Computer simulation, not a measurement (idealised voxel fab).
voxel self aligned vias: a process module
145 nm wide, 5 nm square cells: that's cross-section cut.
If you're reading a cross-section in this doc, picture square cells in a grid; it comes to you as bands, top ones listed first down to the bottom, and a band can be one or more rows of cells. It is stipulated that each band's entry specify, in nanometres, the height of the top of the band and then that of its bottom, followed by the materials of the band in left-to-right sequence, each together with its width in nanometres. A single material marked by the word "edge to edge" is understood to fill the band from edge to edge; the word "air" is understood to denote empty space. Heads up on the height convention: 0 is the point under which the incoming wafer is all one material, and the lowest band has no bottom, it just keeps going down, like "z 0 and below". It should be noted that a width expressed as "30->40" varies in equal increments from row to row of cells within the band, taking the value of the first number at the top row and that of the second number at the bottom row. "no change", as given for a step, is the statement that not any cell of the cross-section underwent a change during that step. Voids not open to the top, 8 cells minimum: see "Unvented internal voids". Written width x height at distance; distance is from the left edge; nm. Post-settings text on a step line: simulator's own remark regarding the step. overlay nm, on a step with a mask: how far to the right of its planned place the mask lay; to the left if negative.

-- Steps in the process plan
1) RECEIVE [material Si]
2) CONFORMAL_DEP [material SiO2] [thk nm 10]
3) CONFORMAL_DEP [material SiCN] [thk nm 5]
4) DIRECTIONAL_DEP [material SiO2] [thk nm 20]
5) MASKED_ETCH [tone open] [mask id LINES] [width nm 20] [pitch nm 45] [etch materials SiO2] [depth nm 20] [overlay nm 0]
6) CONFORMAL_DEP [material TiN] [thk nm 5]
7) FILL_DEP [material W] [thk nm 5]
8) CMP [height nm 35]
9) SELECTIVE_ETCH [etch materials W Ru TiN] [depth nm 10]
10) FILL_DEP [material SiN] [thk nm 10]
11) CMP [height nm 35]
12) DIRECTIONAL_DEP [material SiO2] [thk nm 15]
13) PATTERN [tone open] [mask id VIAS] [material resist] [width nm 30] [thk nm 20] [overlay nm 0]
14) DIRECTIONAL_ETCH [etch materials SiO2] [depth nm 15]
15) DIRECTIONAL_ETCH [etch materials SiN] [depth nm 10]
16) STRIP [etch materials resist]
17) CONFORMAL_DEP [material TiN] [thk nm 5]
18) FILL_DEP [material W] [thk nm 5]
19) CMP [height nm 50]
20) CONFORMAL_DEP [material SiCN] [thk nm 5]

-- Of two wafers, the first: run according to plan

-- The cross-section here shows the wafer as received, i.e. in its state after step 1
* z 0 and below: Si edge to edge
* Unvented internal voids: none

-- Take a look at the wafer's cross-section after step 2
* z 10 to 0: SiO2 edge to edge
* below 0: unchanged

-- Take a look at the wafer's cross-section after step 3
* z 15 to 10: SiCN edge to edge
* below 10: unchanged

-- Take a look at the wafer's cross-section after step 4
* z 35 to 15: SiO2 edge to edge
* below 15: unchanged

-- Take a look at the wafer's cross-section after step 5
* z 35 to 15: SiO2 (40), then air (20), then SiO2 (25), then air (20), then SiO2 (40)
* below 15: unchanged

-- Take a look at the wafer's cross-section after step 6
* z 40 to 35: TiN (45), then air (10), then TiN (35), then air (10), then TiN (45)
* z 35 to 20: SiO2 (40), then TiN (5), then air (10), then TiN (5), then SiO2 (25), then TiN (5), then air (10), then TiN (5), then SiO2 (40)
* z 20 to 15: SiO2 (40), then TiN (20), then SiO2 (25), then TiN (20), then SiO2 (40)
* below 15: unchanged

-- Take a look at the wafer's cross-section after step 7
* z 45 to 40: W edge to edge
* z 40 to 35: TiN (45), then W (10), then TiN (35), then W (10), then TiN (45)
* z 35 to 20: SiO2 (40), then TiN (5), then W (10), then TiN (5), then SiO2 (25), then TiN (5), then W (10), then TiN (5), then SiO2 (40)
* below 20: unchanged

-- Take a look at the wafer's cross-section after step 8
* z 35 to 20: SiO2 (40), then TiN (5), then W (10), then TiN (5), then SiO2 (25), then TiN (5), then W (10), then TiN (5), then SiO2 (40)
* below 20: unchanged

-- Take a look at the wafer's cross-section after step 9
* z 35 to 25: SiO2 (40), then air (20), then SiO2 (25), then air (20), then SiO2 (40)
* below 25: unchanged

-- Take a look at the wafer's cross-section after step 10
* z 45 to 35: SiN edge to edge
* z 35 to 25: SiO2 (40), then SiN (20), then SiO2 (25), then SiN (20), then SiO2 (40)
* below 25: unchanged

-- Take a look at the wafer's cross-section after step 11
* z 35 to 25: SiO2 (40), then SiN (20), then SiO2 (25), then SiN (20), then SiO2 (40)
* below 25: unchanged

-- Take a look at the wafer's cross-section after step 12
* z 50 to 35: SiO2 edge to edge
* below 35: unchanged

-- Take a look at the wafer's cross-section after step 13
* z 70 to 50: resist (35), then air (30), then resist (80)
* below 50: unchanged

-- Take a look at the wafer's cross-section after step 14
* z 70 to 50: resist (35), then air (30), then resist (80)
* z 50 to 35: SiO2 (35), then air (30), then SiO2 (80)
* below 35: unchanged

-- Take a look at the wafer's cross-section after step 15
* z 70 to 50: resist (35), then air (30), then resist (80)
* z 50 to 35: SiO2 (35), then air (30), then SiO2 (80)
* z 35 to 25: SiO2 (40), then air (20), then SiO2 (25), then SiN (20), then SiO2 (40)
* below 25: unchanged

-- Take a look at the wafer's cross-section after step 16
* z 50 to 35: SiO2 (35), then air (30), then SiO2 (80)
* below 35: unchanged

-- Take a look at the wafer's cross-section after step 17
* z 55 to 50: TiN (40), then air (20), then TiN (85)
* z 50 to 40: SiO2 (35), then TiN (5), then air (20), then TiN (5), then SiO2 (80)
* z 40 to 35: SiO2 (35), then TiN (10), then air (10), then TiN (10), then SiO2 (80)
* z 35 to 30: SiO2 (40), then TiN (5), then air (10), then TiN (5), then SiO2 (25), then SiN (20), then SiO2 (40)
* z 30 to 25: SiO2 (40), then TiN (20), then SiO2 (25), then SiN (20), then SiO2 (40)
* below 25: unchanged

-- Take a look at the wafer's cross-section after step 18
* z 60 to 55: W edge to edge
* z 55 to 50: TiN (40), then W (20), then TiN (85)
* z 50 to 40: SiO2 (35), then TiN (5), then W (20), then TiN (5), then SiO2 (80)
* z 40 to 35: SiO2 (35), then TiN (10), then W (10), then TiN (10), then SiO2 (80)
* z 35 to 30: SiO2 (40), then TiN (5), then W (10), then TiN (5), then SiO2 (25), then SiN (20), then SiO2 (40)
* below 30: unchanged

-- Take a look at the wafer's cross-section after step 19
* z 50 to 40: SiO2 (35), then TiN (5), then W (20), then TiN (5), then SiO2 (80)
* below 40: unchanged

-- Take a look at the wafer's cross-section after step 20
* z 55 to 50: SiCN edge to edge
* below 50: unchanged

-- The remaining wafer, second of the two, started like the first and was run to the same plan, except that one mistake was made along the way; the two coincide through step 17, inclusive

-- Second wafer cross-section, taken as of the time the plan sets for step 18 to be done
* z 60 to 55: SiO2 edge to edge
* z 55 to 50: TiN (40), then SiO2 (20), then TiN (85)
* z 50 to 40: SiO2 (35), then TiN (5), then SiO2 (20), then TiN (5), then SiO2 (80)
* z 40 to 35: SiO2 (35), then TiN (10), then SiO2 (10), then TiN (10), then SiO2 (80)
* z 35 to 30: SiO2 (40), then TiN (5), then SiO2 (10), then TiN (5), then SiO2 (25), then SiN (20), then SiO2 (40)
* below 30: unchanged

-- Second wafer cross-section, taken as of the time the plan sets for step 19 to be done
* z 50 to 40: SiO2 (35), then TiN (5), then SiO2 (20), then TiN (5), then SiO2 (80)
* below 40: unchanged

-- Second wafer cross-section, taken as of the time the plan sets for step 20 to be done
* z 55 to 50: SiCN edge to edge
* below 50: unchanged
Misprocessing identified: step 18 ran with different settings than intended, the actual operation and settings being FILL_DEP [material SiO2] [thk nm 5]
In the final state, the cell counts of the second wafer exceed or fall short of those of the first for the following materials: +12 SiO2, -12 W
